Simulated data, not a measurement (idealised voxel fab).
voxel local oxidation: a process module
The width of the displayed cross-section, cut, is 230 nm; its cells are square, with a size of 5 nm.
Notation: cross-section as square-cell grid; stated in bands, top first, going down; one or more cell rows per band.
It is stipulated that each band's entry specify, in nanometres, the height of the top of the band and then that of its bottom, followed by the materials of the band in left-to-right sequence, each together with its width in nanometres. A single material marked by the word "all across" is understood to fill the band from edge to edge; the word "empty" is understood to denote empty space.
It should be noted that heights are counted from 0, beneath which the wafer as supplied is of one material throughout, and that the lowest band possesses no lower boundary but continues downward, as written in "0..down".
Width "30 to 40": first value at the band's top row of cells, second value at its bottom row, equal change from row to row.
Step note "left unchanged" = no cross-section cell changed.
What "Closed void roster" gives you is every empty space of 8 cells or more that is cut off from the top. Each appears as width x height at distance, with the distance taken from the left edge and width, height and distance all in nm.
Note: text after step settings on the step line = simulator remark on that step.
"overlay nm" on a masked step: distance the mask lay right of its planned place, negative for left.
### The process steps that were planned are listed below
1) RECEIVE, material Si
2) CONFORMAL_DEP, material SiO2, thk nm 5
3) CONFORMAL_DEP, material SiN, thk nm 15
4) PATTERN, tone cover, mask id ACTIVE, material resist, width nm 90, thk nm 15, overlay nm 0
5) DIRECTIONAL_ETCH, etch materials SiN, depth nm 15
6) STRIP, etch materials resist
7) SELECTIVE_ETCH, etch materials SiO2, depth nm 5
8) OXIDIZE, depth nm 10
9) STRIP, etch materials SiN
### first wafer, as planned
### as received, after step 1
  0..down | Si all across
  Closed void roster: none
### Cross-section through the wafer, step 2 finished
  5..0 | SiO2 all across
  Note: structure below 0 unchanged.
### Cross-section through the wafer, step 3 finished
  20..5 | SiN all across
  Note: structure below 5 unchanged.
### Cross-section through the wafer, step 4 finished
  35..20 | empty=70 / resist=90 / empty=70
  Note: structure below 20 unchanged.
### Cross-section through the wafer, step 5 finished
  35..20 | empty=70 / resist=90 / empty=70
  20..5 | empty=70 / SiN=90 / empty=70
  Note: structure below 5 unchanged.
### Cross-section through the wafer, step 6 finished
  20..5 | empty=70 / SiN=90 / empty=70
  Note: structure below 5 unchanged.
### Cross-section through the wafer, step 7 finished
  20..5 | empty=70 / SiN=90 / empty=70
  5..0 | empty=75 / SiO2=80 / empty=75
  Note: structure below 0 unchanged.
### Cross-section through the wafer, step 8 finished
  20..5 | empty=70 / SiN=90 / empty=70
  5..0 | empty=75 / SiO2=80 / empty=75
  0..-10 | SiO2=85 / Si=60 / SiO2=85
  Note: structure below -10 unchanged.
### Cross-section through the wafer, step 9 finished
  5..0 | empty=75 / SiO2=80 / empty=75
  Note: structure below 0 unchanged.
### Second wafer. Start and plan as for the first. One mistake made in running. Agrees with the first up to and including step 7
### Second wafer profile in section, at the moment step 8 of the plan was meant to be complete
  5..0 | empty=75 / SiO2=80 / empty=75
  Note: structure below 0 unchanged.
### Second wafer profile in section, at the moment step 9 of the plan was meant to be complete
  5..0 | empty=75 / SiO2=80 / empty=75
  0..-10 | SiO2=85 / Si=60 / SiO2=85
  Note: structure below -10 unchanged.
So what did we get wrong on this run? steps 8 and 9 run out of order (swapped)
The two wafers wind up with the same cross-section at the end, so whatever this model computes is the same despite the mistake.
